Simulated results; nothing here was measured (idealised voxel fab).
This is a process module. Its name is voxel transistor to metal.
Cross-section cut spans 190 nm and uses square cells 5 nm in size.
Format of a cross-section: grid, square cells. Given as bands. Order: top down. Band: one or more rows of cells.
The band entry comprises the height of the band's top followed by the height of its bottom, expressed in nm, and subsequently the band's materials from left to right, each stated together with its width in nm. Where a single material is marked with the word "everywhere", that material fills the band from edge to edge. The word "air" represents empty space.
Ref level 0: as-received wafer is one material below here. Bottom band extends down with no lower bound ("0..down").
Width: "30..40" (first number = top row, second number = bottom row, same change from row to row of cells).
"all unchanged" for a step: no cell of the cross-section changed in that step.
Voids not open to the top, 8 cells minimum: see "Closed-off voids". Written width x height at distance; distance is from the left edge; nm.
On each step's line, the part that comes after the settings is the simulator's own comment on the step.
For masked steps, "overlay nm" on the step line gives how far right of plan the mask actually lay; a minus sign means it lay to the left.

**The following list gives the planned process steps**
1. RECEIVE,material Si
2. OXIDIZE,depth nm 5
3. CONFORMAL_DEP,material SiN,thk nm 15
4. DIRECTIONAL_DEP,material aC,thk nm 10
5. PATTERN,tone cover,mask id ACTIVE,material resist,width nm 110,thk nm 30,overlay nm 0
6. DIRECTIONAL_ETCH,etch materials aC,depth nm 10
7. STRIP,etch materials resist
8. DIRECTIONAL_ETCH,etch materials SiN,depth nm 15
9. DIRECTIONAL_ETCH,etch materials SiO2,depth nm 5
10. DIRECTIONAL_ETCH,etch materials Si,depth nm 25
11. STRIP,etch materials aC
12. OXIDIZE,depth nm 5
13. FILL_DEP,material SiO2,thk nm 10
14. CMP,height nm 15
15. SELECTIVE_ETCH,etch materials SiO2,depth nm 10
16. STRIP,etch materials SiN
17. SELECTIVE_ETCH,etch materials SiO2,depth nm 5
18. OXIDIZE,depth nm 5
19. DIRECTIONAL_DEP,material polySi,thk nm 20
20. DIRECTIONAL_DEP,material SiCN,thk nm 15
21. PATTERN,tone cover,mask id GATE,material resist,width nm 20,thk nm 15,overlay nm 0
22. DIRECTIONAL_ETCH,etch materials SiCN,depth nm 25
23. DIRECTIONAL_ETCH,etch materials polySi,depth nm 30
24. STRIP,etch materials resist
25. CONFORMAL_DEP,material SiN,thk nm 5
26. DIRECTIONAL_ETCH,etch materials SiN,depth nm 5
27. DIRECTIONAL_ETCH,etch materials SiO2,depth nm 5
28. EPI,material pSi,thk nm 5
29. FILL_DEP,material SiO2,thk nm 10
30. CMP,height nm 30
31. DIRECTIONAL_DEP,material SiO2,thk nm 15
32. DIRECTIONAL_DEP,material aC,thk nm 15
33. PATTERN,tone open,mask id CONTACT,material resist,width nm 35,pitch nm 65,thk nm 35,overlay nm -15
34. DIRECTIONAL_ETCH,etch materials aC,depth nm 15
35. STRIP,etch materials resist
36. DIRECTIONAL_ETCH,etch materials SiO2,depth nm 50
37. STRIP,etch materials aC
38. CONFORMAL_DEP,material TiN,thk nm 5
39. FILL_DEP,material Ru,thk nm 10
40. CMP,height nm 45
41. CONFORMAL_DEP,material SiCN,thk nm 5
42. DIRECTIONAL_DEP,material lowk,thk nm 25
43. DIRECTIONAL_DEP,material aC,thk nm 10
44. PATTERN,tone open,mask id METAL_1,material resist,width nm 20,pitch nm 80,thk nm 25,overlay nm 0
45. DIRECTIONAL_ETCH,etch materials aC,depth nm 10
46. STRIP,etch materials resist
47. DIRECTIONAL_ETCH,etch materials lowk,depth nm 25
48. DIRECTIONAL_ETCH,etch materials SiCN,depth nm 5
49. STRIP,etch materials aC
50. CONFORMAL_DEP,material TiN,thk nm 5
51. FILL_DEP,material Cu,thk nm 5
52. CMP,height nm 75
53. CONFORMAL_DEP,material SiCN,thk nm 5
Don't read the plan's overlay nm for step 33 as applying to every wafer: that's the first wafer's value, and the wafers differ in it, though they all start identical.

**The as-received cross-section of the first of several wafers corresponds to the state after step 1**
  0..down | Si everywhere
  Closed-off voids: none

**Quick key for the table: a row per wafer, taken at the end of the module. For each material it tells you how many cells the wafer gained (+) or lost (-) since it came in, and the closed voids come after**
overlay nm -15, +20 Cu, +67 Ru, -166 Si, +80 SiCN, +16 SiN, +330 SiO2, +79 TiN, +150 lowk, +16 pSi, +16 polySi, Closed-off voids: none
overlay nm -10, +20 Cu, +75 Ru, -166 Si, +80 SiCN, +16 SiN, +323 SiO2, +78 TiN, +150 lowk, +16 pSi, +16 polySi, Closed-off voids: none
overlay nm -5, +20 Cu, +83 Ru, -166 Si, +80 SiCN, +16 SiN, +315 SiO2, +78 TiN, +150 lowk, +16 pSi, +16 polySi, Closed-off voids: none
overlay nm 0, +20 Cu, +90 Ru, -166 Si, +80 SiCN, +16 SiN, +308 SiO2, +78 TiN, +150 lowk, +16 pSi, +16 polySi, Closed-off voids: none
overlay nm 5, +20 Cu, +83 Ru, -166 Si, +80 SiCN, +16 SiN, +315 SiO2, +78 TiN, +150 lowk, +16 pSi, +16 polySi, Closed-off voids: none
overlay nm 10, +20 Cu, +75 Ru, -166 Si, +80 SiCN, +16 SiN, +323 SiO2, +78 TiN, +150 lowk, +16 pSi, +16 polySi, Closed-off voids: none
overlay nm 15, +20 Cu, +67 Ru, -166 Si, +80 SiCN, +16 SiN, +330 SiO2, +79 TiN, +150 lowk, +16 pSi, +16 polySi, Closed-off voids: none
